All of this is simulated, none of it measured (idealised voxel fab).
The document below concerns the process module designated voxel gate over fins.
Xsec cut, 250 nm wide, square cell size 5 nm.
In this document a cross-section is written as a grid of square cells. It is given as a series of bands, listed from the top down, and a band is one or more rows of cells.
Top height, bottom height, nm. Materials left to right, width each, nm. Single material + "throughout" = fills band edge to edge. "blank" = empty.
Heights are measured from 0, the level below which the as-received wafer is all one material; the lowest band has no bottom and continues downward, written as in "0 nm and below".
Quick explanation for "30 to 40": the width changes in equal steps down the rows of cells, from the first number in the band's top row to the second number in its bottom row.
"no modification" -> step changed no cross-section cell.
"Unvented voids" specifies each empty space that is not open to the top and that occupies no fewer than 8 cells, using the form width x height at distance, the distance measured from the left edge and all three quantities in nm.
If you see something after the settings on a step's line, that's the simulator's own remark about that step.
If you see "overlay nm" on a step's line and that step has a mask, it's telling you how far right of where it was planned the mask ended up; a negative number means it went left instead.

HERE'S WHAT THE PLANNED PROCESS STEPS LOOK LIKE
1) RECEIVE,material Si
2) CONFORMAL_DEP,material SiN,thk nm 5
3) PATTERN,tone cover,mask id FINS,material resist,width nm 15,pitch nm 40,thk nm 15,overlay nm 0
4) DIRECTIONAL_ETCH,etch materials SiN,depth nm 5
5) DIRECTIONAL_ETCH,etch materials Si,depth nm 35
6) STRIP,etch materials resist
7) FILL_DEP,material SiO2,thk nm 15
8) CMP,height nm 5
9) SELECTIVE_ETCH,etch materials SiO2,depth nm 15
10) STRIP,etch materials SiN
11) CONFORMAL_DEP,material HfO2,thk nm 5
12) CONFORMAL_DEP,material TiN,thk nm 5
13) CONFORMAL_DEP,material TiAl,thk nm 5
14) CONFORMAL_DEP,material TiN,thk nm 5
15) FILL_DEP,material W,thk nm 10
16) CMP,height nm 25
17) CONFORMAL_DEP,material SiN,thk nm 10

AS-RECEIVED WAFER CROSS-SECTION (AFTER STEP 1)
* 0 nm and below | Si throughout
* Unvented voids: none

CROSS-SECTION: FIRST OF TWO WAFERS, MODULE FINISHED, RUN ACCORDING TO PLAN
* 35 nm to 25 nm | SiN throughout
* 25 nm to 20 nm | W throughout
* 20 nm to 15 nm | 35 W, 175 TiN, 40 W
* 15 nm to 10 nm | 35 W, 5 TiN, 165 TiAl, 5 TiN, 40 W
* 10 nm to 5 nm | 40 TiN, 5 TiAl, 35 TiN, 5 TiAl, 35 TiN, 5 TiAl, 35 TiN, 5 TiAl, 35 TiN, 5 TiAl, 45 TiN
* 5 nm to 0 nm | 45 TiAl, 5 TiN, 25 HfO2, 5 TiN, 5 TiAl, 5 TiN, 25 HfO2, 5 TiN, 5 TiAl, 5 TiN, 25 HfO2, 5 TiN, 5 TiAl, 5 TiN, 25 HfO2, 5 TiN, 50 TiAl
* 0 nm to -5 nm | 50 TiN, 5 HfO2, 15 Si, 5 HfO2, 15 TiN, 5 HfO2, 15 Si, 5 HfO2, 15 TiN, 5 HfO2, 15 Si, 5 HfO2, 15 TiN, 5 HfO2, 15 Si, 5 HfO2, 55 TiN
* -5 nm to -10 nm | 55 HfO2, 15 Si, 25 HfO2, 15 Si, 25 HfO2, 15 Si, 25 HfO2, 15 Si, 60 HfO2
* -10 nm to -35 nm | 55 SiO2, 15 Si, 25 SiO2, 15 Si, 25 SiO2, 15 Si, 25 SiO2, 15 Si, 60 SiO2
* -35 nm and below | Si throughout
* Unvented voids: none

THE SECOND WAFER, SHOWN IN CROSS-SECTION AFTER THE MODULE: STARTED THE SAME WAY AS THE FIRST AND GIVEN THE SAME PLAN, YET ONE MISTAKE CREPT INTO HOW IT WAS RUN
* 35 nm to 25 nm | SiN throughout
* 25 nm to 20 nm | W throughout
* 20 nm to 15 nm | 30 W, 175 TiN, 45 W
* 15 nm to 10 nm | 30 W, 5 TiN, 165 TiAl, 5 TiN, 45 W
* 10 nm to 5 nm | 35 TiN, 5 TiAl, 35 TiN, 5 TiAl, 35 TiN, 5 TiAl, 35 TiN, 5 TiAl, 35 TiN, 5 TiAl, 50 TiN
* 5 nm to 0 nm | 40 TiAl, 5 TiN, 25 HfO2, 5 TiN, 5 TiAl, 5 TiN, 25 HfO2, 5 TiN, 5 TiAl, 5 TiN, 25 HfO2, 5 TiN, 5 TiAl, 5 TiN, 25 HfO2, 5 TiN, 55 TiAl
* 0 nm to -5 nm | 45 TiN, 5 HfO2, 15 Si, 5 HfO2, 15 TiN, 5 HfO2, 15 Si, 5 HfO2, 15 TiN, 5 HfO2, 15 Si, 5 HfO2, 15 TiN, 5 HfO2, 15 Si, 5 HfO2, 60 TiN
* -5 nm to -10 nm | 50 HfO2, 15 Si, 25 HfO2, 15 Si, 25 HfO2, 15 Si, 25 HfO2, 15 Si, 65 HfO2
* -10 nm to -35 nm | 50 SiO2, 15 Si, 25 SiO2, 15 Si, 25 SiO2, 15 Si, 25 SiO2, 15 Si, 65 SiO2
* -35 nm and below | Si throughout
* Unvented voids: none
Finding, execution versus plan: step 3 was not run as planned; what actually ran was PATTERN,tone cover,mask id FINS,material resist,width nm 15,pitch nm 40,thk nm 15,overlay nm -5
at the end the second wafer has, in cells: as many of each material as the first, in other places
